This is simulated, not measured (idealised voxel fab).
Process module name: voxel self aligned contacts
cross-section cut | 195 nm wide | cells 5 nm
Think of the cross-section as a grid of square cells. We describe it in bands, top to bottom, and each band covers one or more rows of those cells.
For a band, the entry starts with two heights in nm, that of the top and then that of the bottom, and carries on with the band's materials in order from left to right, each alongside its width in nm; the word "everywhere" beside a single material means it fills the band edge to edge, and "blank" means empty space.
Where do heights start? At 0: under that level the wafer as delivered is made of one material only. And the lowest band has no floor; it just carries on downward, as in "0..down".
The width entry "30 to 40" should be interpreted row by row: the top row of cells in the band takes the first number, the bottom row takes the second number, and the change between adjacent rows is uniform throughout.
Any step labelled "nothing was modified" changed none of the cells in the cross-section.
"Closed void table" means: voids of 8 cells or more that are shut off from the top with no open way through. Written width x height at distance, distance from the left edge, in nm.
It should be noted that, on the line of a given step, the content following the step's settings is a remark produced by the simulator itself with respect to that step.
Each step line may optionally specify "overlay nm", which for a step with a mask gives the rightward distance between the mask's planned place and where it lay, a negative value indicating the leftward direction.

[Process steps - plan]
1: op RECEIVE | material Si
2: op OXIDIZE | depth nm 5
3: op DIRECTIONAL_DEP | material polySi | thk nm 20
4: op DIRECTIONAL_DEP | material SiN | thk nm 25
5: op MASKED_ETCH | tone cover | mask id GATE | width nm 30 | pitch nm 70 | etch materials SiN | depth nm 25 | overlay nm 0
6: op MASKED_ETCH | tone cover | mask id GATE | width nm 30 | pitch nm 70 | etch materials polySi | depth nm 20 | overlay nm 0
7: op CONFORMAL_DEP | material SiN | thk nm 10
8: op DIRECTIONAL_ETCH | etch materials SiN | depth nm 10
9: op FILL_DEP | material SiO2 | thk nm 15
10: op CMP | height nm 50
11: op DIRECTIONAL_DEP | material aC | thk nm 15
12: op PATTERN | tone open | mask id CONTACT | material resist | width nm 50 | thk nm 35 | overlay nm -15
13: op DIRECTIONAL_ETCH | etch materials aC | depth nm 15
14: op STRIP | etch materials resist
15: op DIRECTIONAL_ETCH | etch materials SiO2 | depth nm 55
16: op STRIP | etch materials aC
17: op CONFORMAL_DEP | material TiN | thk nm 5
18: op FILL_DEP | material Ru | thk nm 10
19: op CMP | height nm 50
20: op CONFORMAL_DEP | material SiCN | thk nm 5
Same starting wafers, different overlay nm at step 12. Plan value belongs to the first wafer.

[Cross-section of the first of several wafers on receipt, reflecting completion of step 1]
	0..down: Si everywhere
	Closed void table: none

[Every row in this table is a wafer at the end of the module, and it gives, for each of the materials, the cells that wafer has gained (+) or lost (-) since it was received, then its closed voids]
overlay nm -15 | +20 Ru | -39 Si | +39 SiCN | +132 SiN | +199 SiO2 | +30 TiN | +48 polySi | Closed void table: none
overlay nm -10 | +20 Ru | -39 Si | +39 SiCN | +132 SiN | +199 SiO2 | +30 TiN | +48 polySi | Closed void table: none
overlay nm -5 | +20 Ru | -39 Si | +39 SiCN | +132 SiN | +199 SiO2 | +30 TiN | +48 polySi | Closed void table: none
overlay nm 0 | +20 Ru | -39 Si | +39 SiCN | +132 SiN | +199 SiO2 | +30 TiN | +48 polySi | Closed void table: none
overlay nm 5 | +20 Ru | -39 Si | +39 SiCN | +132 SiN | +199 SiO2 | +30 TiN | +48 polySi | Closed void table: none
overlay nm 10 | +20 Ru | -39 Si | +39 SiCN | +132 SiN | +199 SiO2 | +30 TiN | +48 polySi | Closed void table: none
overlay nm 15 | +20 Ru | -39 Si | +39 SiCN | +132 SiN | +199 SiO2 | +30 TiN | +48 polySi | Closed void table: none
